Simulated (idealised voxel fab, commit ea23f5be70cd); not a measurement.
Process module name: voxel self aligned contacts
For reference, the cross-section in this document is cut, with width 260 nm and square cells of 5 nm.
In what follows, cross-sections appear as grids of square cells, described through bands that run from the top down, where every band is one or more rows of cells. The entry gives the band's vertical extent as a top height and a bottom height in nm, then its horizontal make-up as materials from left to right, each with a width in nm. "air" stands for empty space; a single material marked "all across" fills the band edge to edge. Height is counted from the level 0, under which the received wafer is composed throughout of one material. The lowest of the bands is not closed at the bottom but continues downward, in the notation "0 -> down". Width: "30..40" (first number = top row, second number = bottom row, same change from row to row of cells). Basically "stayed the same" means that step didn't change any cell in the cross-section. This entry, "Trapped cavities", enumerates those empty regions of no fewer than 8 cells that possess no open connection to the top. Each region is reported in the form width x height at distance, the distance being taken from the left edge, with all three quantities expressed in nm. On each step's line, the part that comes after the settings is the simulator's own comment on the step. overlay nm: right-of-plan distance of the mask on a masked step; negative values mean left-of-plan.
-- Intended process steps
1) RECEIVE, material Si
2) CONFORMAL_DEP, material SiO2, thk nm 5
3) DIRECTIONAL_DEP, material polySi, thk nm 30
4) DIRECTIONAL_DEP, material SiN, thk nm 20
5) DIRECTIONAL_DEP, material aC, thk nm 15
6) PATTERN, tone cover, mask id GATE, material resist, width nm 25, pitch nm 55, thk nm 35, overlay nm 0
7) DIRECTIONAL_ETCH, etch materials aC, depth nm 15
8) STRIP, etch materials resist
9) DIRECTIONAL_ETCH, etch materials SiN, depth nm 20
10) DIRECTIONAL_ETCH, etch materials polySi, depth nm 30
11) STRIP, etch materials aC
12) CONFORMAL_DEP, material SiN, thk nm 5
13) DIRECTIONAL_ETCH, etch materials SiN, depth nm 5
14) FILL_DEP, material SiO2, thk nm 20
15) CMP, height nm 65
16) DIRECTIONAL_DEP, material aC, thk nm 10
17) PATTERN, tone open, mask id CONTACT, material resist, width nm 40, thk nm 25, overlay nm 0
18) DIRECTIONAL_ETCH, etch materials aC, depth nm 10
19) STRIP, etch materials resist
20) DIRECTIONAL_ETCH, etch materials SiO2, depth nm 65
21) STRIP, etch materials aC
22) CONFORMAL_DEP, material TiN, thk nm 5
23) FILL_DEP, material W, thk nm 5
24) CMP, height nm 65
25) CONFORMAL_DEP, material SiCN, thk nm 5
-- Account of the first of two wafers, which was processed as intended
-- Wafer cross-section on receipt, i.e. after step 1
> 0 -> down | Si all across
> Trapped cavities: none
-- State of the wafer after step 2, shown in cross-section
> 5 -> 0 | SiO2 all across
> For the remainder of the cross-section, below 0, there is no change.
-- State of the wafer after step 3, shown in cross-section
> 35 -> 5 | polySi all across
> For the remainder of the cross-section, below 5, there is no change.
-- State of the wafer after step 4, shown in cross-section
> 55 -> 35 | SiN all across
> For the remainder of the cross-section, below 35, there is no change.
-- State of the wafer after step 5, shown in cross-section
> 70 -> 55 | aC all across
> For the remainder of the cross-section, below 55, there is no change.
-- State of the wafer after step 6, shown in cross-section
> 105 -> 70 | air (90), then resist (25), then air (30), then resist (25), then air (90)
> For the remainder of the cross-section, below 70, there is no change.
-- State of the wafer after step 7, shown in cross-section
> 90 -> 70 | air (90), then resist (25), then air (30), then resist (25), then air (90)
> 70 -> 55 | air (90), then aC (25), then air (30), then aC (25), then air (90)
> For the remainder of the cross-section, below 55, there is no change.
-- State of the wafer after step 8, shown in cross-section
> 70 -> 55 | air (90), then aC (25), then air (30), then aC (25), then air (90)
> For the remainder of the cross-section, below 55, there is no change.
-- State of the wafer after step 9, shown in cross-section
> 70 -> 55 | air (90), then aC (25), then air (30), then aC (25), then air (90)
> 55 -> 35 | air (90), then SiN (25), then air (30), then SiN (25), then air (90)
> For the remainder of the cross-section, below 35, there is no change.
-- State of the wafer after step 10, shown in cross-section
> 70 -> 55 | air (90), then aC (25), then air (30), then aC (25), then air (90)
> 55 -> 35 | air (90), then SiN (25), then air (30), then SiN (25), then air (90)
> 35 -> 5 | air (90), then polySi (25), then air (30), then polySi (25), then air (90)
> For the remainder of the cross-section, below 5, there is no change.
-- State of the wafer after step 11, shown in cross-section
> 55 -> 35 | air (90), then SiN (25), then air (30), then SiN (25), then air (90)
> For the remainder of the cross-section, below 35, there is no change.
-- State of the wafer after step 12, shown in cross-section
> 60 -> 35 | air (85), then SiN (35), then air (20), then SiN (35), then air (85)
> 35 -> 10 | air (85), then SiN (5), then polySi (25), then SiN (5), then air (20), then SiN (5), then polySi (25), then SiN (5), then air (85)
> 10 -> 5 | SiN (90), then polySi (25), then SiN (30), then polySi (25), then SiN (90)
> For the remainder of the cross-section, below 5, there is no change.
-- State of the wafer after step 13, shown in cross-section
> 55 -> 35 | air (85), then SiN (35), then air (20), then SiN (35), then air (85)
> 35 -> 5 | air (85), then SiN (5), then polySi (25), then SiN (5), then air (20), then SiN (5), then polySi (25), then SiN (5), then air (85)
> For the remainder of the cross-section, below 5, there is no change.
-- State of the wafer after step 14, shown in cross-section
> 75 -> 55 | SiO2 all across
> 55 -> 35 | SiO2 (85), then SiN (35), then SiO2 (20), then SiN (35), then SiO2 (85)
> 35 -> 5 | SiO2 (85), then SiN (5), then polySi (25), then SiN (5), then SiO2 (20), then SiN (5), then polySi (25), then SiN (5), then SiO2 (85)
> For the remainder of the cross-section, below 5, there is no change.
-- State of the wafer after step 15, shown in cross-section
> 65 -> 55 | SiO2 all across
> For the remainder of the cross-section, below 55, there is no change.
-- State of the wafer after step 16, shown in cross-section
> 75 -> 65 | aC all across
> For the remainder of the cross-section, below 65, there is no change.
-- State of the wafer after step 17, shown in cross-section
> 100 -> 75 | resist (110), then air (40), then resist (110)
> For the remainder of the cross-section, below 75, there is no change.
-- State of the wafer after step 18, shown in cross-section
> 90 -> 75 | resist (110), then air (40), then resist (110)
> 75 -> 65 | aC (110), then air (40), then aC (110)
> For the remainder of the cross-section, below 65, there is no change.
-- State of the wafer after step 19, shown in cross-section
> 75 -> 65 | aC (110), then air (40), then aC (110)
> For the remainder of the cross-section, below 65, there is no change.
-- State of the wafer after step 20, shown in cross-section
> 75 -> 65 | aC (110), then air (40), then aC (110)
> 65 -> 55 | SiO2 (110), then air (40), then SiO2 (110)
> 55 -> 35 | SiO2 (85), then SiN (35), then air (20), then SiN (35), then SiO2 (85)
> 35 -> 5 | SiO2 (85), then SiN (5), then polySi (25), then SiN (5), then air (20), then SiN (5), then polySi (25), then SiN (5), then SiO2 (85)
> 5 -> 0 | SiO2 (120), then air (20), then SiO2 (120)
> For the remainder of the cross-section, below 0, there is no change.
-- State of the wafer after step 21, shown in cross-section
> 65 -> 55 | SiO2 (110), then air (40), then SiO2 (110)
> For the remainder of the cross-section, below 55, there is no change.
-- State of the wafer after step 22, shown in cross-section
> 70 -> 65 | TiN (115), then air (30), then TiN (115)
> 65 -> 55 | SiO2 (110), then TiN (5..15), then air (30..10), then TiN (5..15), then SiO2 (110)
> 55 -> 35 | SiO2 (85), then SiN (35), then TiN (5), then air (10), then TiN (5), then SiN (35), then SiO2 (85)
> 35 -> 5 | SiO2 (85), then SiN (5), then polySi (25), then SiN (5), then TiN (5), then air (10), then TiN (5), then SiN (5), then polySi (25), then SiN (5), then SiO2 (85)
> 5 -> 0 | SiO2 (120), then TiN (20), then SiO2 (120)
> For the remainder of the cross-section, below 0, there is no change.
-- State of the wafer after step 23, shown in cross-section
> 75 -> 70 | W all across
> 70 -> 65 | TiN (115), then W (30), then TiN (115)
> 65 -> 55 | SiO2 (110), then TiN (5..15), then W (30..10), then TiN (5..15), then SiO2 (110)
> 55 -> 35 | SiO2 (85), then SiN (35), then TiN (5), then W (10), then TiN (5), then SiN (35), then SiO2 (85)
> 35 -> 5 | SiO2 (85), then SiN (5), then polySi (25), then SiN (5), then TiN (5), then W (10), then TiN (5), then SiN (5), then polySi (25), then SiN (5), then SiO2 (85)
> For the remainder of the cross-section, below 5, there is no change.
-- State of the wafer after step 24, shown in cross-section
> 65 -> 55 | SiO2 (110), then TiN (5..15), then W (30..10), then TiN (5..15), then SiO2 (110)
> For the remainder of the cross-section, below 55, there is no change.
-- State of the wafer after step 25, shown in cross-section
> 70 -> 65 | SiCN all across
> For the remainder of the cross-section, below 65, there is no change.
-- Okay, second wafer. Nothing different at the start, nothing different in the plan, just one mistake somewhere in the running. As far as step 1, counting that step, it's the first wafer all over again
-- Second wafer, section view, time point: scheduled end of step 2
> 30 -> 0 | polySi all across
> For the remainder of the cross-section, below 0, there is no change.
-- Second wafer, section view, time point: scheduled end of step 3
> 35 -> 30 | SiO2 all across
> For the remainder of the cross-section, below 30, there is no change.
-- Second wafer, section view, time point: scheduled end of step 4
> 55 -> 35 | SiN all across
> For the remainder of the cross-section, below 35, there is no change.
-- Second wafer, section view, time point: scheduled end of step 5
> 70 -> 55 | aC all across
> For the remainder of the cross-section, below 55, there is no change.
-- Second wafer, section view, time point: scheduled end of step 6
> 105 -> 70 | air (90), then resist (25), then air (30), then resist (25), then air (90)
> For the remainder of the cross-section, below 70, there is no change.
-- Second wafer, section view, time point: scheduled end of step 7
> 90 -> 70 | air (90), then resist (25), then air (30), then resist (25), then air (90)
> 70 -> 55 | air (90), then aC (25), then air (30), then aC (25), then air (90)
> For the remainder of the cross-section, below 55, there is no change.
-- Second wafer, section view, time point: scheduled end of step 8
> 70 -> 55 | air (90), then aC (25), then air (30), then aC (25), then air (90)
> For the remainder of the cross-section, below 55, there is no change.
-- Second wafer, section view, time point: scheduled end of step 9
> 70 -> 55 | air (90), then aC (25), then air (30), then aC (25), then air (90)
> 55 -> 35 | air (90), then SiN (25), then air (30), then SiN (25), then air (90)
> For the remainder of the cross-section, below 35, there is no change.
Second wafer, section view, time point: scheduled end of step 10: stayed the same
-- Second wafer, section view, time point: scheduled end of step 11
> 55 -> 35 | air (90), then SiN (25), then air (30), then SiN (25), then air (90)
> For the remainder of the cross-section, below 35, there is no change.
-- Second wafer, section view, time point: scheduled end of step 12
> 60 -> 40 | air (85), then SiN (35), then air (20), then SiN (35), then air (85)
> 40 -> 35 | SiN all across
> For the remainder of the cross-section, below 35, there is no change.
-- Second wafer, section view, time point: scheduled end of step 13
> 55 -> 35 | air (85), then SiN (35), then air (20), then SiN (35), then air (85)
> For the remainder of the cross-section, below 35, there is no change.
-- Second wafer, section view, time point: scheduled end of step 14
> 75 -> 55 | SiO2 all across
> 55 -> 35 | SiO2 (85), then SiN (35), then SiO2 (20), then SiN (35), then SiO2 (85)
> For the remainder of the cross-section, below 35, there is no change.
-- Second wafer, section view, time point: scheduled end of step 15
> 65 -> 55 | SiO2 all across
> For the remainder of the cross-section, below 55, there is no change.
-- Second wafer, section view, time point: scheduled end of step 16
> 75 -> 65 | aC all across
> For the remainder of the cross-section, below 65, there is no change.
-- Second wafer, section view, time point: scheduled end of step 17
> 100 -> 75 | resist (110), then air (40), then resist (110)
> For the remainder of the cross-section, below 75, there is no change.
-- Second wafer, section view, time point: scheduled end of step 18
> 90 -> 75 | resist (110), then air (40), then resist (110)
> 75 -> 65 | aC (110), then air (40), then aC (110)
> For the remainder of the cross-section, below 65, there is no change.
-- Second wafer, section view, time point: scheduled end of step 19
> 75 -> 65 | aC (110), then air (40), then aC (110)
> For the remainder of the cross-section, below 65, there is no change.
-- Second wafer, section view, time point: scheduled end of step 20
> 75 -> 65 | aC (110), then air (40), then aC (110)
> 65 -> 55 | SiO2 (110), then air (40), then SiO2 (110)
> 55 -> 35 | SiO2 (85), then SiN (35), then air (20), then SiN (35), then SiO2 (85)
> 35 -> 30 | SiO2 (120), then air (20), then SiO2 (120)
> For the remainder of the cross-section, below 30, there is no change.
-- Second wafer, section view, time point: scheduled end of step 21
> 65 -> 55 | SiO2 (110), then air (40), then SiO2 (110)
> For the remainder of the cross-section, below 55, there is no change.
-- Second wafer, section view, time point: scheduled end of step 22
> 70 -> 65 | TiN (115), then air (30), then TiN (115)
> 65 -> 55 | SiO2 (110), then TiN (5..15), then air (30..10), then TiN (5..15), then SiO2 (110)
> 55 -> 35 | SiO2 (85), then SiN (35), then TiN (5), then air (10), then TiN (5), then SiN (35), then SiO2 (85)
> 35 -> 30 | SiO2 (120), then TiN (20), then SiO2 (120)
> For the remainder of the cross-section, below 30, there is no change.
-- Second wafer, section view, time point: scheduled end of step 23
> 75 -> 70 | W all across
> 70 -> 65 | TiN (115), then W (30), then TiN (115)
> 65 -> 55 | SiO2 (110), then TiN (5..15), then W (30..10), then TiN (5..15), then SiO2 (110)
> 55 -> 35 | SiO2 (85), then SiN (35), then TiN (5), then W (10), then TiN (5), then SiN (35), then SiO2 (85)
> For the remainder of the cross-section, below 35, there is no change.
-- Second wafer, section view, time point: scheduled end of step 24
> 65 -> 55 | SiO2 (110), then TiN (5..15), then W (30..10), then TiN (5..15), then SiO2 (110)
> For the remainder of the cross-section, below 55, there is no change.
-- Second wafer, section view, time point: scheduled end of step 25
> 70 -> 65 | SiCN all across
> For the remainder of the cross-section, below 65, there is no change.
Run error: a sequencing error occurred in which plan steps 2 and 3 were transposed
The closing comparison, in cells, has the second wafer with more or fewer of some materials than the first: -24 SiN | -204 SiO2 | -12 TiN | -12 W | +252 polySi
